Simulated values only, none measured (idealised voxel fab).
A process module follows: voxel gate over fins.
Pictured: cross-section cut, 190 nm wide, on a grid of 5 nm square cells.
In what follows, cross-sections appear as grids of square cells, described through bands that run from the top down, where every band is one or more rows of cells.
Per band: top height and bottom height in nm, followed by the left-to-right materials and their widths in nm; "throughout" marks a single material spanning edge to edge, "empty" marks empty space.
Beneath 0, the wafer as received is one material, and that level is where height counting begins. The lowest band goes on downward without a bottom; it is written like "0 nm and below".
The expression "30 to 40" gives the width at the extremes of the band, the first number at its top row of cells and the second at its bottom row, with the width changing by equal amounts from each row to the next in between.
"nothing different" (step): cross-section cells unchanged, all of them.
What "Closed void catalog" gives you is every empty space of 8 cells or more that is cut off from the top. Each appears as width x height at distance, with the distance taken from the left edge and width, height and distance all in nm.
Where a step's line continues beyond its settings, the continuation is a remark by the simulator itself on that step.
"overlay nm" on a masked step: distance the mask lay right of its planned place, negative for left.
### So here's the lineup of process steps we planned
1. RECEIVE, material Si
2. CONFORMAL_DEP, material SiN, thk nm 10
3. MASKED_ETCH, tone cover, mask id FINS, width nm 15, pitch nm 50, etch materials SiN, depth nm 10, overlay nm 0
4. MASKED_ETCH, tone cover, mask id FINS, width nm 15, pitch nm 50, etch materials Si, depth nm 35, overlay nm 0
5. OXIDIZE, depth nm 5
6. FILL_DEP, material SiO2, thk nm 15
7. CMP, height nm 10
8. PATTERN, tone open, mask id RAIL, material resist, width nm 15, thk nm 15, overlay nm 0
9. DIRECTIONAL_ETCH, etch materials SiO2, depth nm 40
10. STRIP, etch materials resist
11. CONFORMAL_DEP, material TiN, thk nm 5
12. FILL_DEP, material Ru, thk nm 10
13. CMP, height nm 10
14. SELECTIVE_ETCH, etch materials W Ru TiN, depth nm 30
15. FILL_DEP, material SiO2, thk nm 5
16. CMP, height nm 10
17. SELECTIVE_ETCH, etch materials SiO2, depth nm 25
18. STRIP, etch materials SiN
19. CONFORMAL_DEP, material HfO2, thk nm 5
20. CONFORMAL_DEP, material TiN, thk nm 5
21. CONFORMAL_DEP, material TiAl, thk nm 5
22. CONFORMAL_DEP, material TiN, thk nm 5
23. FILL_DEP, material W, thk nm 10
24. CMP, height nm 25
25. CONFORMAL_DEP, material SiN, thk nm 5
### Wafer as received: cross-section following step 1
* 0 nm and below  Si throughout
* Closed void catalog: none
### Cross-sectional image of the first of two wafers at the end of the module, the run having proceeded as planned
* 30 nm to 25 nm  SiN throughout
* 25 nm to 20 nm  W throughout
* 20 nm to 15 nm  W (45)  TiN (45)  W (5)  TiN (45)  W (50)
* 15 nm to 10 nm  W (45)  TiN (5)  TiAl (35)  TiN (5)  W (5)  TiN (5)  TiAl (35)  TiN (5)  W (50)
* 10 nm to 5 nm  W (45)  TiN (5)  TiAl (5)  TiN (25)  TiAl (5)  TiN (5)  W (5)  TiN (5)  TiAl (5)  TiN (25)  TiAl (5)  TiN (5)  W (50)
* 5 nm to 0 nm  TiN (50)  TiAl (5)  TiN (5)  HfO2 (15)  TiN (5)  TiAl (5)  TiN (15)  TiAl (5)  TiN (5)  HfO2 (15)  TiN (5)  TiAl (5)  TiN (55)
* 0 nm to -5 nm  TiAl (55)  TiN (5)  HfO2 (5)  Si (5)  HfO2 (5)  TiN (5)  TiAl (25)  TiN (5)  HfO2 (5)  Si (5)  HfO2 (5)  TiN (5)  TiAl (60)
* -5 nm to -10 nm  TiN (60)  HfO2 (5)  Si (5)  HfO2 (5)  TiN (35)  HfO2 (5)  Si (5)  HfO2 (5)  TiN (65)
* -10 nm to -15 nm  HfO2 (65)  Si (5)  HfO2 (45)  Si (5)  HfO2 (70)
* -15 nm to -20 nm  SiO2 (65)  Si (5)  SiO2 (45)  Si (5)  SiO2 (70)
* -20 nm to -25 nm  SiO2 (65)  Si (5)  SiO2 (15)  TiN (5)  Ru (5)  TiN (5)  SiO2 (15)  Si (5)  SiO2 (70)
* -25 nm to -30 nm  SiO2 (65)  Si (5)  SiO2 (15)  TiN (15)  SiO2 (15)  Si (5)  SiO2 (70)
* -30 nm to -40 nm  SiO2 (65)  Si (5)  SiO2 (45)  Si (5)  SiO2 (70)
* -40 nm and below  Si throughout
* Closed void catalog: none
### Cross-sectional image of the second wafer of the two following completion of the module. Starting state and process plan were the same as for the first wafer; one execution error occurred
* 30 nm to 25 nm  SiN throughout
* 25 nm to 20 nm  W throughout
* 20 nm to 15 nm  W (45)  TiN (45)  W (5)  TiN (45)  W (50)
* 15 nm to 10 nm  W (45)  TiN (5)  TiAl (35)  TiN (5)  W (5)  TiN (5)  TiAl (35)  TiN (5)  W (50)
* 10 nm to 5 nm  W (45)  TiN (5)  TiAl (5)  HfO2 (25)  TiAl (5)  TiN (5)  W (5)  TiN (5)  TiAl (5)  HfO2 (25)  TiAl (5)  TiN (5)  W (50)
* 5 nm to 0 nm  TiN (50)  TiAl (5)  HfO2 (5)  TiN (15)  HfO2 (5)  TiAl (5)  TiN (15)  TiAl (5)  HfO2 (5)  TiN (15)  HfO2 (5)  TiAl (5)  TiN (55)
* 0 nm to -5 nm  TiAl (55)  HfO2 (5)  TiN (5)  Si (5)  TiN (5)  HfO2 (5)  TiAl (25)  HfO2 (5)  TiN (5)  Si (5)  TiN (5)  HfO2 (5)  TiAl (60)
* -5 nm to -10 nm  HfO2 (60)  TiN (5)  Si (5)  TiN (5)  HfO2 (35)  TiN (5)  Si (5)  TiN (5)  HfO2 (65)
* -10 nm to -15 nm  TiN (65)  Si (5)  TiN (45)  Si (5)  TiN (70)
* -15 nm to -20 nm  SiO2 (65)  Si (5)  SiO2 (45)  Si (5)  SiO2 (70)
* -20 nm to -25 nm  SiO2 (65)  Si (5)  SiO2 (15)  TiN (5)  Ru (5)  TiN (5)  SiO2 (15)  Si (5)  SiO2 (70)
* -25 nm to -30 nm  SiO2 (65)  Si (5)  SiO2 (15)  TiN (15)  SiO2 (15)  Si (5)  SiO2 (70)
* -30 nm to -40 nm  SiO2 (65)  Si (5)  SiO2 (45)  Si (5)  SiO2 (70)
* -40 nm and below  Si throughout
* Closed void catalog: none
Finding, execution versus plan: it was found that steps 19 and 20 of the process plan had been performed in exchanged positions
At the close, every material occupies the same number of cells on the second wafer as on the first, only in different positions.
